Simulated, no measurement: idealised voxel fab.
Module name: voxel gate over fins (process module)
Cross-sectional view cut (width: 170 nm; square cell size: 5 nm).
Format of a cross-section: grid, square cells. Given as bands. Order: top down. Band: one or more rows of cells.
Band: top height; bottom height; in nm. Then, left to right: material with width in nm, for each material. "full width": a single material spanning edge to edge. "blank": empty space.
Heads up on the height convention: 0 is the point under which the incoming wafer is all one material, and the lowest band has no bottom, it just keeps going down, like "0 nm and below".
The width entry "30->40" should be interpreted row by row: the top row of cells in the band takes the first number, the bottom row takes the second number, and the change between adjacent rows is uniform throughout.
Given "same as before" for a step, no cell of the cross-section differs between before and after that step.
Voids not open to the top, 8 cells minimum: see "Cavities, closed". Written width x height at distance; distance is from the left edge; nm.
Past the settings on a step's line: simulator remark, on that step.
overlay nm: right-of-plan distance of the mask on a masked step; negative values mean left-of-plan.

The steps planned for the process are as follows
1 RECEIVE with material Si
2 CONFORMAL_DEP with material SiN, thk nm 5
3 MASKED_ETCH with tone cover, mask id FINS, width nm 15, pitch nm 60, etch materials SiN, depth nm 5, overlay nm 0
4 MASKED_ETCH with tone cover, mask id FINS, width nm 15, pitch nm 60, etch materials Si, depth nm 40, overlay nm 0
5 FILL_DEP with material SiO2, thk nm 10
6 CMP with height nm 5
7 DIRECTIONAL_DEP with material aC, thk nm 10
8 PATTERN with tone open, mask id RAIL, material resist, width nm 15, thk nm 25, overlay nm 0
9 DIRECTIONAL_ETCH with etch materials aC, depth nm 10
10 STRIP with etch materials resist
11 DIRECTIONAL_ETCH with etch materials SiO2, depth nm 40
12 STRIP with etch materials aC
13 CONFORMAL_DEP with material TiN, thk nm 5
14 FILL_DEP with material Ru, thk nm 5
15 CMP with height nm 5
16 SELECTIVE_ETCH with etch materials W Ru TiN, depth nm 20
17 FILL_DEP with material SiO2, thk nm 5
18 CMP with height nm 5
19 SELECTIVE_ETCH with etch materials SiO2, depth nm 15
20 STRIP with etch materials SiN
21 CONFORMAL_DEP with material HfO2, thk nm 5
22 CONFORMAL_DEP with material TiN, thk nm 5
23 FILL_DEP with material W, thk nm 15
24 CMP with height nm 20
25 CONFORMAL_DEP with material SiCN, thk nm 10

As-received state of the wafer in cross-section, equivalent to post-step 1
0 nm and below: Si full width
Cavities, closed: none

Cross-section: first of two wafers, module finished, run according to plan
30 nm to 20 nm: SiCN full width
20 nm to 10 nm: W full width
10 nm to 5 nm: W (35), then TiN (35), then W (25), then TiN (35), then W (40)
5 nm to 0 nm: W (35), then TiN (5), then HfO2 (25), then TiN (5), then W (25), then TiN (5), then HfO2 (25), then TiN (5), then W (40)
0 nm to -5 nm: TiN (40), then HfO2 (5), then Si (15), then HfO2 (5), then TiN (35), then HfO2 (5), then Si (15), then HfO2 (5), then TiN (45)
-5 nm to -10 nm: HfO2 (45), then Si (15), then HfO2 (45), then Si (15), then HfO2 (50)
-10 nm to -15 nm: SiO2 (45), then Si (15), then SiO2 (45), then Si (15), then SiO2 (50)
-15 nm to -30 nm: SiO2 (45), then Si (15), then SiO2 (15), then TiN (5), then Ru (5), then TiN (5), then SiO2 (15), then Si (15), then SiO2 (50)
-30 nm to -35 nm: SiO2 (45), then Si (15), then SiO2 (15), then TiN (15), then SiO2 (15), then Si (15), then SiO2 (50)
-35 nm to -40 nm: SiO2 (45), then Si (15), then SiO2 (45), then Si (15), then SiO2 (50)
-40 nm and below: Si full width
Cavities, closed: none

Here's the second of our two wafers sectioned at module end. Same start as the first, same plan, but one mistake got made running it
30 nm to 20 nm: SiCN full width
20 nm to 10 nm: W full width
10 nm to 5 nm: W (35), then TiN (35), then W (25), then TiN (35), then W (40)
5 nm to 0 nm: W (35), then TiN (5), then HfO2 (25), then TiN (5), then W (25), then TiN (5), then HfO2 (25), then TiN (5), then W (40)
0 nm to -5 nm: TiN (40), then HfO2 (5), then Si (15), then HfO2 (5), then TiN (35), then HfO2 (5), then Si (15), then HfO2 (5), then TiN (45)
-5 nm to -10 nm: HfO2 (45), then Si (15), then HfO2 (45), then Si (15), then HfO2 (50)
-10 nm to -15 nm: SiO2 (45), then Si (15), then SiO2 (45), then Si (15), then SiO2 (50)
-15 nm to -30 nm: Ru (40), then TiN (5), then Si (15), then TiN (5), then Ru (5), then TiN (5), then SiO2 (15), then TiN (5), then Ru (5), then TiN (5), then Si (15), then TiN (5), then Ru (45)
-30 nm to -35 nm: TiN (45), then Si (15), then TiN (15), then SiO2 (15), then TiN (15), then Si (15), then TiN (50)
-35 nm to -40 nm: SiO2 (45), then Si (15), then SiO2 (45), then Si (15), then SiO2 (50)
-40 nm and below: Si full width
Cavities, closed: none
Which mistake was made when the wafer was run? step 8 ran as: PATTERN with tone cover, mask id RAIL, material resist, width nm 15, thk nm 25, overlay nm 0
Wrapping up, a cell-based count of both wafers puts the second over or under the first for these materials: Ru: 54 more, SiO2: 88 fewer, TiN: 34 more
